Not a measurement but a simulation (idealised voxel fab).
Process module in this document: voxel gate over fins
This is section cut - it's 260 nm across, gridded in 5 nm square cells.
Cross-sections here: square-cell grids, written as top-down lists of bands, a band being one or more rows of cells.
Per band: top height and bottom height in nm, followed by the left-to-right materials and their widths in nm; "full width" marks a single material spanning edge to edge, "air" marks empty space.
Height 0 is the level under which the wafer as received is all one material. The lowest band goes on downwards, as in "from 0 down".
You'd read "30..40" like this: the band's top row of cells is as wide as the first number, its bottom row is as wide as the second, and going down, every row changes width by the same amount as the row before did.
For the purposes of this document, the phrase "no modification" attached to a step denotes that no cell within the cross-section was modified by that step.
"Closed void list" contains a list of empty spaces, each no smaller than 8 cells and without an open way to the top, written in the form width x height at distance with the distance from the left edge and all three in nm.
Note: text after step settings on the step line = simulator remark on that step.
Regarding "overlay nm": on a step with a mask, it is the distance the mask lay to the right of its planned place; a negative value places it to the left.

The planned process steps are enumerated hereunder
| 1 | RECEIVE | material Si |
| 2 | CONFORMAL_DEP | material SiN | thk nm 5 |
| 3 | PATTERN | tone cover | mask id FINS | material resist | width nm 15 | pitch nm 60 | thk nm 20 | overlay nm 0 |
| 4 | DIRECTIONAL_ETCH | etch materials SiN | depth nm 5 |
| 5 | DIRECTIONAL_ETCH | etch materials Si | depth nm 40 |
| 6 | STRIP | etch materials resist |
| 7 | OXIDIZE | depth nm 5 |
| 8 | FILL_DEP | material SiO2 | thk nm 10 |
| 9 | CMP | height nm 5 |
| 10 | PATTERN | tone open | mask id RAIL | material resist | width nm 15 | thk nm 15 | overlay nm 0 |
| 11 | DIRECTIONAL_ETCH | etch materials SiO2 | depth nm 40 |
| 12 | STRIP | etch materials resist |
| 13 | CONFORMAL_DEP | material TiN | thk nm 5 |
| 14 | FILL_DEP | material Ru | thk nm 5 |
| 15 | CMP | height nm 5 |
| 16 | SELECTIVE_ETCH | etch materials W Ru TiN | depth nm 30 |
| 17 | FILL_DEP | material SiO2 | thk nm 5 |
| 18 | CMP | height nm 5 |
| 19 | SELECTIVE_ETCH | etch materials SiO2 | depth nm 20 |
| 20 | STRIP | etch materials SiN |
| 21 | CONFORMAL_DEP | material HfO2 | thk nm 5 |
| 22 | CONFORMAL_DEP | material TiN | thk nm 5 |
| 23 | CONFORMAL_DEP | material TiAl | thk nm 5 |
| 24 | CONFORMAL_DEP | material TiN | thk nm 5 |
| 25 | FILL_DEP | material W | thk nm 15 |
| 26 | CMP | height nm 30 |
| 27 | CONFORMAL_DEP | material SiCN | thk nm 10 |

As-received wafer cross-section (after step 1)
from 0 down: Si full width
Closed void list: none

The following cross-section depicts the wafer upon conclusion of the module. Processing commenced from the starting condition illustrated above and adhered to the plan illustrated above, save for one mistake in execution
from 40 to 30: SiCN full width
from 30 to 20: W full width
from 20 to 10: W 45, then TiN 45, then W 15, then TiN 45, then W 15, then TiN 45, then W 50
from 10 to 5: W 45, then TiN 10, then TiAl 25, then TiN 10, then W 15, then TiN 10, then TiAl 25, then TiN 10, then W 15, then TiN 10, then TiAl 25, then TiN 10, then W 50
from 5 to 0: TiN 55, then TiAl 5, then HfO2 15, then TiAl 5, then TiN 35, then TiAl 5, then HfO2 15, then TiAl 5, then TiN 35, then TiAl 5, then HfO2 15, then TiAl 5, then TiN 60
from 0 to -5: TiN 55, then TiAl 5, then HfO2 5, then Si 5, then HfO2 5, then TiAl 5, then TiN 35, then TiAl 5, then HfO2 5, then Si 5, then HfO2 5, then TiAl 5, then TiN 35, then TiAl 5, then HfO2 5, then Si 5, then HfO2 5, then TiAl 5, then TiN 60
from -5 to -10: TiAl 60, then HfO2 5, then Si 5, then HfO2 5, then TiAl 45, then HfO2 5, then Si 5, then HfO2 5, then TiAl 45, then HfO2 5, then Si 5, then HfO2 5, then TiAl 65
from -10 to -15: HfO2 65, then Si 5, then HfO2 55, then Si 5, then HfO2 55, then Si 5, then HfO2 70
from -15 to -25: SiO2 65, then Si 5, then SiO2 55, then Si 5, then SiO2 55, then Si 5, then SiO2 70
from -25 to -30: SiO2 65, then Si 5, then SiO2 20, then TiN 5, then Ru 5, then TiN 5, then SiO2 20, then Si 5, then SiO2 55, then Si 5, then SiO2 70
from -30 to -35: SiO2 65, then Si 5, then SiO2 20, then TiN 15, then SiO2 20, then Si 5, then SiO2 55, then Si 5, then SiO2 70
from -35 to -45: SiO2 65, then Si 5, then SiO2 55, then Si 5, then SiO2 55, then Si 5, then SiO2 70
from -45 down: Si full width
Closed void list: none
Plan not followed: steps 22 and 23 of the plan were run in the wrong order, each in the other's place
